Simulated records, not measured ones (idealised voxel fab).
A process module follows: voxel gate over fins.
The cross-section shown here is cut; it is 180 nm wide and divided into square cells measuring 5 nm on a side.
When this document writes out a cross-section, it uses a grid of square cells and lists it as bands, beginning at the top and moving down, with a band standing for one or more rows of cells. The entry gives the band's vertical extent as a top height and a bottom height in nm, then its horizontal make-up as materials from left to right, each with a width in nm. "blank" stands for empty space; a single material marked "everywhere" fills the band edge to edge. Heights are reckoned from 0. Under this level, the received wafer is all of one material. The bottommost band is open-ended downward, for example "0 down". You'd read "30..40" like this: the band's top row of cells is as wide as the first number, its bottom row is as wide as the second, and going down, every row changes width by the same amount as the row before did. Given "identical to before" for a step, no cell of the cross-section differs between before and after that step. Look at "Tabulated closed voids" for the closed voids: empty spaces with no open path to the top, sized 8 cells or up. Each is width x height at distance, distance from the left edge, all nm. Heads up: the bit after the settings on a step's line is the simulator's remark on that step. The optional step-line setting "overlay nm" applies to steps with a mask and quantifies how far to the right of its planned location the mask lay, a negative value indicating leftward placement.
[Planned process steps]
| 1 | RECEIVE (material Si) |
| 2 | CONFORMAL_DEP (material SiN; thk nm 5) |
| 3 | MASKED_ETCH (tone cover; mask id FINS; width nm 15; pitch nm 55; etch materials SiN; depth nm 5; overlay nm 0) |
| 4 | MASKED_ETCH (tone cover; mask id FINS; width nm 15; pitch nm 55; etch materials Si; depth nm 35; overlay nm 0) |
| 5 | FILL_DEP (material SiO2; thk nm 15) |
| 6 | CMP (height nm 5) |
| 7 | MASKED_ETCH (tone open; mask id RAIL; width nm 15; etch materials SiO2; depth nm 35; overlay nm 0) |
| 8 | CONFORMAL_DEP (material TiN; thk nm 5) |
| 9 | FILL_DEP (material Ru; thk nm 5) |
| 10 | CMP (height nm 5) |
| 11 | SELECTIVE_ETCH (etch materials W Ru TiN; depth nm 20) |
| 12 | FILL_DEP (material SiO2; thk nm 5) |
| 13 | CMP (height nm 5) |
| 14 | SELECTIVE_ETCH (etch materials SiO2; depth nm 15) |
| 15 | STRIP (etch materials SiN) |
| 16 | CONFORMAL_DEP (material HfO2; thk nm 5) |
| 17 | CONFORMAL_DEP (material TiN; thk nm 5) |
| 18 | FILL_DEP (material W; thk nm 10) |
| 19 | CMP (height nm 15) |
| 20 | CONFORMAL_DEP (material SiCN; thk nm 10) |
[Cross-section, incoming material, after step 1]
- 0 down: Si everywhere
- Tabulated closed voids: none
[Run as planned - first of the two wafers cross-sectioned at the end of the module]
- 25 to 15: SiCN everywhere
- 15 to 10: W everywhere
- 10 to 5: W: 15, TiN: 35, W: 20, TiN: 35, W: 20, TiN: 35, W: 20
- 5 to 0: W: 15, TiN: 5, HfO2: 25, TiN: 5, W: 20, TiN: 5, HfO2: 25, TiN: 5, W: 20, TiN: 5, HfO2: 25, TiN: 5, W: 20
- 0 to -5: TiN: 20, HfO2: 5, Si: 15, HfO2: 5, TiN: 30, HfO2: 5, Si: 15, HfO2: 5, TiN: 30, HfO2: 5, Si: 15, HfO2: 5, TiN: 25
- -5 to -10: HfO2: 25, Si: 15, HfO2: 40, Si: 15, HfO2: 40, Si: 15, HfO2: 30
- -10 to -15: SiO2: 25, Si: 15, SiO2: 40, Si: 15, SiO2: 40, Si: 15, SiO2: 30
- -15 to -25: SiO2: 25, Si: 15, SiO2: 10, TiN: 5, Ru: 5, TiN: 5, SiO2: 15, Si: 15, SiO2: 40, Si: 15, SiO2: 30
- -25 to -30: SiO2: 25, Si: 15, SiO2: 10, TiN: 15, SiO2: 15, Si: 15, SiO2: 40, Si: 15, SiO2: 30
- -30 to -35: SiO2: 25, Si: 15, SiO2: 40, Si: 15, SiO2: 40, Si: 15, SiO2: 30
- -35 down: Si everywhere
- Tabulated closed voids: none
[Cross-sectional image of the second wafer of the two following completion of the module. Starting state and process plan were the same as for the first wafer; one execution error occurred]
- 25 to 15: SiCN everywhere
- 15 to 10: W everywhere
- 10 to 5: W: 15, TiN: 35, W: 20, TiN: 35, W: 20, TiN: 35, W: 20
- 5 to 0: W: 15, TiN: 5, HfO2: 25, TiN: 5, W: 20, TiN: 5, HfO2: 25, TiN: 5, W: 20, TiN: 5, HfO2: 25, TiN: 5, W: 20
- 0 to -5: TiN: 20, HfO2: 5, Si: 15, HfO2: 5, TiN: 30, HfO2: 5, Si: 15, HfO2: 5, TiN: 30, HfO2: 5, Si: 15, HfO2: 5, TiN: 25
- -5 to -10: HfO2: 25, Si: 15, HfO2: 40, Si: 15, HfO2: 40, Si: 15, HfO2: 30
- -10 to -15: SiO2: 25, Si: 15, SiO2: 40, Si: 15, SiO2: 40, Si: 15, SiO2: 30
- -15 to -25: SiO2: 25, Si: 15, SiO2: 5, TiN: 5, Ru: 5, TiN: 5, SiO2: 20, Si: 15, SiO2: 40, Si: 15, SiO2: 30
- -25 to -30: SiO2: 25, Si: 15, SiO2: 5, TiN: 15, SiO2: 20, Si: 15, SiO2: 40, Si: 15, SiO2: 30
- -30 to -35: SiO2: 25, Si: 15, SiO2: 40, Si: 15, SiO2: 40, Si: 15, SiO2: 30
- -35 down: Si everywhere
- Tabulated closed voids: none
Finding, execution versus plan: note that step 7 departed from the planned setting and was carried out as MASKED_ETCH (tone open; mask id RAIL; width nm 15; etch materials SiO2; depth nm 35; overlay nm -5)
Upon completion, the cell count for each material on the second wafer equals that on the first, whereas the spatial distribution of those cells differs.
